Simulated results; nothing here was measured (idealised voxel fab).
voxel self aligned vias: a process module
Xsec cut, 145 nm wide, square cell size 5 nm.
Cross-section = grid of square cells, listed top down in bands; band = one or more rows.
This entry defines a band. It first specifies the height of the band's top and the height of its bottom in nm, and then specifies the band's materials from left to right, stating each material with its width in nm. The word "throughout" identifies a single material that fills the band from edge to edge, while the word "blank" identifies empty space.
Beneath 0, the wafer as received is one material, and that level is where height counting begins. The lowest band goes on downward without a bottom; it is written like "0..down".
Top row gets the first number, bottom row gets the second, and each row in between changes by the same step: that is how a band width like "30 to 40" works.
Key: "no modifications" - step with no changed cell in the cross-section.
Heads up: "Listed closed voids" only lists the empty pockets with no open path to the top that are 8 cells or more, and it writes them as width x height at distance, distance from the left edge, in nm.
On a step's line, text after the settings is the simulator commenting on that step.
A step line may carry the setting "overlay nm", which, for steps involving a mask, states the distance by which the mask lay to the right of its intended position; negative values denote displacement to the left.

[Steps planned for the process]
1) RECEIVE (material Si)
2) CONFORMAL_DEP (material SiO2; thk nm 10)
3) CONFORMAL_DEP (material SiCN; thk nm 5)
4) DIRECTIONAL_DEP (material SiO2; thk nm 30)
5) MASKED_ETCH (tone open; mask id LINES; width nm 30; pitch nm 55; etch materials SiO2; depth nm 30; overlay nm 0)
6) CONFORMAL_DEP (material TiN; thk nm 5)
7) FILL_DEP (material W; thk nm 5)
8) CMP (height nm 45)
9) SELECTIVE_ETCH (etch materials W Ru TiN; depth nm 5)
10) FILL_DEP (material SiN; thk nm 5)
11) CMP (height nm 45)
12) DIRECTIONAL_DEP (material SiO2; thk nm 15)
13) MASKED_ETCH (tone open; mask id VIAS; width nm 40; etch materials SiO2; depth nm 15; overlay nm 0)
14) MASKED_ETCH (tone open; mask id VIAS; width nm 40; etch materials SiN; depth nm 5; overlay nm 0)
15) CONFORMAL_DEP (material TiN; thk nm 5)
16) FILL_DEP (material Ru; thk nm 5)
17) CMP (height nm 60)
18) CONFORMAL_DEP (material SiN; thk nm 5)

[Delivered wafer in cross-section: state after step 1]
    0..down: Si throughout
    Listed closed voids: none

[This is how the wafer looks in cross-section once the module is done, given the starting state and plan above and one mistake in carrying the plan out]
    65..60: SiN throughout
    60..45: 25 of SiO2  5 of TiN  30 of Ru  5 of TiN  80 of SiO2
    45..40: 25 of SiO2  40 of TiN  20 of SiO2  30 of SiN  30 of SiO2
    40..30: 25 of SiO2  10 of TiN  20 of W  10 of TiN  20 of SiO2  5 of TiN  20 of W  5 of TiN  30 of SiO2
    30..20: 30 of SiO2  5 of TiN  20 of W  5 of TiN  25 of SiO2  5 of TiN  20 of W  5 of TiN  30 of SiO2
    20..15: 30 of SiO2  30 of TiN  25 of SiO2  30 of TiN  30 of SiO2
    15..10: SiCN throughout
    10..0: SiO2 throughout
    0..down: Si throughout
    Listed closed voids: none
Deviation from plan: twice, step 13 of the plan was run
